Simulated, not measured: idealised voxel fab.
The document below concerns the process module designated voxel quadruple lines.
Each square cell in cross-section cut measures 5 nm, and the section as a whole is 285 nm wide.
Cross-sections here: square-cell grids, written as top-down lists of bands, a band being one or more rows of cells.
What a band's entry tells you: where the top is and where the bottom is, as heights in nm, and after that what lies inside, material by material from left to right, each with its width in nm. Empty space is written as the word "air", and a single material marked with the word "all across" occupies the band from edge to edge.
A quick word on heights: they are counted from 0, and under that level the wafer as it came to us is one material throughout. The lowest band is different from the rest in having no bottom; it simply continues downward, written as in "z 0 and below".
A width given as "30..40" starts at the first number in the band's top row and ends at the second number in its bottom row, shifting by an equal amount at every step from row to row.
Key: "no change occurred" - step with no changed cell in the cross-section.
"Unvented voids" - sealed voids, min. 8 cells, no opening to top; format: width x height at distance (distance from left edge; nm throughout).
That trailing text on a step's line, after the settings, is the simulator's own remark on the step.
On any step carrying a mask, the "overlay nm" setting, if present on the step's line, tells how far right of its planned place the mask lay; negative values point to the left.
So here's the lineup of process steps we planned:
1,RECEIVE: material Si
2,CONFORMAL_DEP: material SiO2, thk nm 10
3,DIRECTIONAL_DEP: material W, thk nm 10
4,DIRECTIONAL_DEP: material polySi, thk nm 20
5,DIRECTIONAL_DEP: material aC, thk nm 20
6,PATTERN: tone cover, mask id MANDREL, material resist, width nm 30, pitch nm 80, thk nm 25, overlay nm 0
7,DIRECTIONAL_ETCH: etch materials aC, depth nm 20
8,STRIP: etch materials resist
9,CONFORMAL_DEP: material SiO2, thk nm 10
10,DIRECTIONAL_ETCH: etch materials SiO2, depth nm 10
11,STRIP: etch materials aC
12,DIRECTIONAL_ETCH: etch materials polySi, depth nm 20
13,STRIP: etch materials SiO2
14,CONFORMAL_DEP: material SiCN, thk nm 10
15,DIRECTIONAL_ETCH: etch materials SiCN, depth nm 10
16,STRIP: etch materials polySi
17,DIRECTIONAL_ETCH: etch materials W, depth nm 10
18,STRIP: etch materials SiCN
The first wafer of two, processed as planned:
Shown in cross-section is the wafer as received, that is, as it stands after step 1:
> z 0 and below: Si all across
> Unvented voids: none
Cross-section through the wafer, step 2 finished:
> z 10 to 0: SiO2 all across
> Beneath the level 0, the cross-section is identical to its previous state.
Cross-section through the wafer, step 3 finished:
> z 20 to 10: W all across
> Beneath the level 10, the cross-section is identical to its previous state.
Cross-section through the wafer, step 4 finished:
> z 40 to 20: polySi all across
> Beneath the level 20, the cross-section is identical to its previous state.
Cross-section through the wafer, step 5 finished:
> z 60 to 40: aC all across
> Beneath the level 40, the cross-section is identical to its previous state.
Cross-section through the wafer, step 6 finished:
> z 85 to 60: 85 of air  30 of resist  50 of air  30 of resist  90 of air
> Beneath the level 60, the cross-section is identical to its previous state.
Cross-section through the wafer, step 7 finished:
> z 65 to 60: 85 of air  30 of resist  50 of air  30 of resist  90 of air
> z 60 to 40: 85 of air  30 of aC  50 of air  30 of aC  90 of air
> Beneath the level 40, the cross-section is identical to its previous state.
Cross-section through the wafer, step 8 finished:
> z 60 to 40: 85 of air  30 of aC  50 of air  30 of aC  90 of air
> Beneath the level 40, the cross-section is identical to its previous state.
Cross-section through the wafer, step 9 finished:
> z 70 to 60: 75 of air  50 of SiO2  30 of air  50 of SiO2  80 of air
> z 60 to 50: 75 of air  10 of SiO2  30 of aC  10 of SiO2  30 of air  10 of SiO2  30 of aC  10 of SiO2  80 of air
> z 50 to 40: 85 of SiO2  30 of aC  50 of SiO2  30 of aC  90 of SiO2
> Beneath the level 40, the cross-section is identical to its previous state.
Cross-section through the wafer, step 10 finished:
> z 60 to 40: 75 of air  10 of SiO2  30 of aC  10 of SiO2  30 of air  10 of SiO2  30 of aC  10 of SiO2  80 of air
> Beneath the level 40, the cross-section is identical to its previous state.
Cross-section through the wafer, step 11 finished:
> z 60 to 40: 75 of air  10 of SiO2  30 of air  10 of SiO2  30 of air  10 of SiO2  30 of air  10 of SiO2  80 of air
> Beneath the level 40, the cross-section is identical to its previous state.
Cross-section through the wafer, step 12 finished:
> z 60 to 40: 75 of air  10 of SiO2  30 of air  10 of SiO2  30 of air  10 of SiO2  30 of air  10 of SiO2  80 of air
> z 40 to 20: 75 of air  10 of polySi  30 of air  10 of polySi  30 of air  10 of polySi  30 of air  10 of polySi  80 of air
> Beneath the level 20, the cross-section is identical to its previous state.
Cross-section through the wafer, step 13 finished:
> z 40 to 20: 75 of air  10 of polySi  30 of air  10 of polySi  30 of air  10 of polySi  30 of air  10 of polySi  80 of air
> Beneath the level 20, the cross-section is identical to its previous state.
Cross-section through the wafer, step 14 finished:
> z 50 to 40: 65 of air  30 of SiCN  10 of air  30 of SiCN  10 of air  30 of SiCN  10 of air  30 of SiCN  70 of air
> z 40 to 30: 65 of air  10 of SiCN  10 of polySi  10 of SiCN  10 of air  10 of SiCN  10 of polySi  10 of SiCN  10 of air  10 of SiCN  10 of polySi  10 of SiCN  10 of air  10 of SiCN  10 of polySi  10 of SiCN  70 of air
> z 30 to 20: 75 of SiCN  10 of polySi  30 of SiCN  10 of polySi  30 of SiCN  10 of polySi  30 of SiCN  10 of polySi  80 of SiCN
> Beneath the level 20, the cross-section is identical to its previous state.
Cross-section through the wafer, step 15 finished:
> z 40 to 20: 65 of air  10 of SiCN  10 of polySi  10 of SiCN  10 of air  10 of SiCN  10 of polySi  10 of SiCN  10 of air  10 of SiCN  10 of polySi  10 of SiCN  10 of air  10 of SiCN  10 of polySi  10 of SiCN  70 of air
> Beneath the level 20, the cross-section is identical to its previous state.
Cross-section through the wafer, step 16 finished:
> z 40 to 20: 65 of air  10 of SiCN  10 of air  10 of SiCN  10 of air  10 of SiCN  10 of air  10 of SiCN  10 of air  10 of SiCN  10 of air  10 of SiCN  10 of air  10 of SiCN  10 of air  10 of SiCN  70 of air
> Beneath the level 20, the cross-section is identical to its previous state.
Cross-section through the wafer, step 17 finished:
> z 40 to 20: 65 of air  10 of SiCN  10 of air  10 of SiCN  10 of air  10 of SiCN  10 of air  10 of SiCN  10 of air  10 of SiCN  10 of air  10 of SiCN  10 of air  10 of SiCN  10 of air  10 of SiCN  70 of air
> z 20 to 10: 65 of air  10 of W  10 of air  10 of W  10 of air  10 of W  10 of air  10 of W  10 of air  10 of W  10 of air  10 of W  10 of air  10 of W  10 of air  10 of W  70 of air
> Beneath the level 10, the cross-section is identical to its previous state.
Cross-section through the wafer, step 18 finished:
> z 20 to 10: 65 of air  10 of W  10 of air  10 of W  10 of air  10 of W  10 of air  10 of W  10 of air  10 of W  10 of air  10 of W  10 of air  10 of W  10 of air  10 of W  70 of air
> Beneath the level 10, the cross-section is identical to its previous state.
The second wafer was prepared from the same starting point and under the same plan as the first; its processing contained one mistake, and it remains indistinguishable from the first wafer up to and including step 1:
Cross-section of the second wafer when, according to plan, step 2 should have finished:
> z 10 to 0: aC all across
> Beneath the level 0, the cross-section is identical to its previous state.
Cross-section of the second wafer when, according to plan, step 3 should have finished:
> z 20 to 10: W all across
> Beneath the level 10, the cross-section is identical to its previous state.
Cross-section of the second wafer when, according to plan, step 4 should have finished:
> z 40 to 20: polySi all across
> Beneath the level 20, the cross-section is identical to its previous state.
Cross-section of the second wafer when, according to plan, step 5 should have finished:
> z 60 to 40: aC all across
> Beneath the level 40, the cross-section is identical to its previous state.
Cross-section of the second wafer when, according to plan, step 6 should have finished:
> z 85 to 60: 85 of air  30 of resist  50 of air  30 of resist  90 of air
> Beneath the level 60, the cross-section is identical to its previous state.
Cross-section of the second wafer when, according to plan, step 7 should have finished:
> z 65 to 60: 85 of air  30 of resist  50 of air  30 of resist  90 of air
> z 60 to 40: 85 of air  30 of aC  50 of air  30 of aC  90 of air
> Beneath the level 40, the cross-section is identical to its previous state.
Cross-section of the second wafer when, according to plan, step 8 should have finished:
> z 60 to 40: 85 of air  30 of aC  50 of air  30 of aC  90 of air
> Beneath the level 40, the cross-section is identical to its previous state.
Cross-section of the second wafer when, according to plan, step 9 should have finished:
> z 70 to 60: 75 of air  50 of SiO2  30 of air  50 of SiO2  80 of air
> z 60 to 50: 75 of air  10 of SiO2  30 of aC  10 of SiO2  30 of air  10 of SiO2  30 of aC  10 of SiO2  80 of air
> z 50 to 40: 85 of SiO2  30 of aC  50 of SiO2  30 of aC  90 of SiO2
> Beneath the level 40, the cross-section is identical to its previous state.
Cross-section of the second wafer when, according to plan, step 10 should have finished:
> z 60 to 40: 75 of air  10 of SiO2  30 of aC  10 of SiO2  30 of air  10 of SiO2  30 of aC  10 of SiO2  80 of air
> Beneath the level 40, the cross-section is identical to its previous state.
Cross-section of the second wafer when, according to plan, step 11 should have finished:
> z 60 to 40: 75 of air  10 of SiO2  30 of air  10 of SiO2  30 of air  10 of SiO2  30 of air  10 of SiO2  80 of air
> Beneath the level 40, the cross-section is identical to its previous state.
Cross-section of the second wafer when, according to plan, step 12 should have finished:
> z 60 to 40: 75 of air  10 of SiO2  30 of air  10 of SiO2  30 of air  10 of SiO2  30 of air  10 of SiO2  80 of air
> z 40 to 20: 75 of air  10 of polySi  30 of air  10 of polySi  30 of air  10 of polySi  30 of air  10 of polySi  80 of air
> Beneath the level 20, the cross-section is identical to its previous state.
Cross-section of the second wafer when, according to plan, step 13 should have finished:
> z 40 to 20: 75 of air  10 of polySi  30 of air  10 of polySi  30 of air  10 of polySi  30 of air  10 of polySi  80 of air
> Beneath the level 20, the cross-section is identical to its previous state.
Cross-section of the second wafer when, according to plan, step 14 should have finished:
> z 50 to 40: 65 of air  30 of SiCN  10 of air  30 of SiCN  10 of air  30 of SiCN  10 of air  30 of SiCN  70 of air
> z 40 to 30: 65 of air  10 of SiCN  10 of polySi  10 of SiCN  10 of air  10 of SiCN  10 of polySi  10 of SiCN  10 of air  10 of SiCN  10 of polySi  10 of SiCN  10 of air  10 of SiCN  10 of polySi  10 of SiCN  70 of air
> z 30 to 20: 75 of SiCN  10 of polySi  30 of SiCN  10 of polySi  30 of SiCN  10 of polySi  30 of SiCN  10 of polySi  80 of SiCN
> Beneath the level 20, the cross-section is identical to its previous state.
Cross-section of the second wafer when, according to plan, step 15 should have finished:
> z 40 to 20: 65 of air  10 of SiCN  10 of polySi  10 of SiCN  10 of air  10 of SiCN  10 of polySi  10 of SiCN  10 of air  10 of SiCN  10 of polySi  10 of SiCN  10 of air  10 of SiCN  10 of polySi  10 of SiCN  70 of air
> Beneath the level 20, the cross-section is identical to its previous state.
Cross-section of the second wafer when, according to plan, step 16 should have finished:
> z 40 to 20: 65 of air  10 of SiCN  10 of air  10 of SiCN  10 of air  10 of SiCN  10 of air  10 of SiCN  10 of air  10 of SiCN  10 of air  10 of SiCN  10 of air  10 of SiCN  10 of air  10 of SiCN  70 of air
> Beneath the level 20, the cross-section is identical to its previous state.
Cross-section of the second wafer when, according to plan, step 17 should have finished:
> z 40 to 20: 65 of air  10 of SiCN  10 of air  10 of SiCN  10 of air  10 of SiCN  10 of air  10 of SiCN  10 of air  10 of SiCN  10 of air  10 of SiCN  10 of air  10 of SiCN  10 of air  10 of SiCN  70 of air
> z 20 to 10: 65 of air  10 of W  10 of air  10 of W  10 of air  10 of W  10 of air  10 of W  10 of air  10 of W  10 of air  10 of W  10 of air  10 of W  10 of air  10 of W  70 of air
> Beneath the level 10, the cross-section is identical to its previous state.
Cross-section of the second wafer when, according to plan, step 18 should have finished:
> z 20 to 10: 65 of air  10 of W  10 of air  10 of W  10 of air  10 of W  10 of air  10 of W  10 of air  10 of W  10 of air  10 of W  10 of air  10 of W  10 of air  10 of W  70 of air
> Beneath the level 10, the cross-section is identical to its previous state.
Plan not followed: step 2 was not run as planned; what actually ran was CONFORMAL_DEP: material aC, thk nm 10
Bottom line after processing is that, in cells, the second wafer is up or down on some materials versus the first: SiO2 -114, aC +114
